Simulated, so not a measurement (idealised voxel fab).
Process module under the name voxel air gaps
FYI the section here is cut, 215 nm wide, cells are 5 nm squares.
A cross-section in this document is a grid of square cells, and it is written down as bands, the top band listed before the ones below it; a band is made up of one or more rows of cells.
For a band, the entry starts with two heights in nm, that of the top and then that of the bottom, and carries on with the band's materials in order from left to right, each alongside its width in nm; the word "throughout" beside a single material means it fills the band edge to edge, and "air" means empty space.
A quick word on heights: they are counted from 0, and under that level the wafer as it came to us is one material throughout. The lowest band is different from the rest in having no bottom; it simply continues downward, written as in "from 0 down".
Graded width ("30..40"): value in top row of band = first number; value in bottom row = second number; row-to-row change constant.
You'll sometimes find "left unchanged" written for a step, and that's the way of saying that nowhere in the cross-section did a cell change during that step.
In the "Enclosed void list" entry, you get each enclosed empty space of 8 cells or more, one with no open way to the top, written width x height at distance, distance from the left edge, in nm.
Post-settings text on a step line: simulator's own remark regarding the step.
For masked steps, "overlay nm" on the step line gives how far right of plan the mask actually lay; a minus sign means it lay to the left.
### The steps planned for the process are as follows
1: op RECEIVE | material Si
2: op CONFORMAL_DEP | material SiO2 | thk nm 10
3: op CONFORMAL_DEP | material SiCN | thk nm 5
4: op DIRECTIONAL_DEP | material lowk | thk nm 35
5: op MASKED_ETCH | tone open | mask id LINES | width nm 20 | pitch nm 50 | etch materials lowk | depth nm 35 | overlay nm 0
6: op CONFORMAL_DEP | material TiN | thk nm 5
7: op FILL_DEP | material Ru | thk nm 10
8: op CMP | height nm 50
9: op EPI | material Ru | thk nm 10
10: op SELECTIVE_ETCH | etch materials lowk | depth nm 45
11: op CONFORMAL_DEP | material SiCN | thk nm 5
### Wafer cross-section on receipt, i.e. after step 1
* from 0 down: Si throughout
* Enclosed void list: none
### Same starting wafer, same plan as above, one mistake in the execution; this is the cross-section at the end of the module
* from 75 to 70: SiCN throughout
* from 70 to 50: Ru 210 nm; SiCN 5 nm
* from 50 to 45: lowk 20 nm; TiN 5 nm; Ru 10 nm; TiN 5 nm; lowk 30 nm; TiN 5 nm; Ru 10 nm; TiN 5 nm; lowk 30 nm; TiN 5 nm; Ru 10 nm; TiN 5 nm; lowk 30 nm; TiN 5 nm; Ru 10 nm; TiN 5 nm; SiCN 25 nm
* from 45 to 20: lowk 20 nm; TiN 5 nm; Ru 10 nm; TiN 5 nm; lowk 30 nm; TiN 5 nm; Ru 10 nm; TiN 5 nm; lowk 30 nm; TiN 5 nm; Ru 10 nm; TiN 5 nm; lowk 30 nm; TiN 5 nm; Ru 10 nm; TiN 5 nm; SiCN 5 nm; air 20 nm
* from 20 to 15: lowk 20 nm; TiN 20 nm; lowk 30 nm; TiN 20 nm; lowk 30 nm; TiN 20 nm; lowk 30 nm; TiN 20 nm; SiCN 25 nm
* from 15 to 10: SiCN throughout
* from 10 to 0: SiO2 throughout
* from 0 down: Si throughout
* Enclosed void list: 20 x 25 at 195
Want to know what went wrong? heads up, step 9 of the plan got done twice
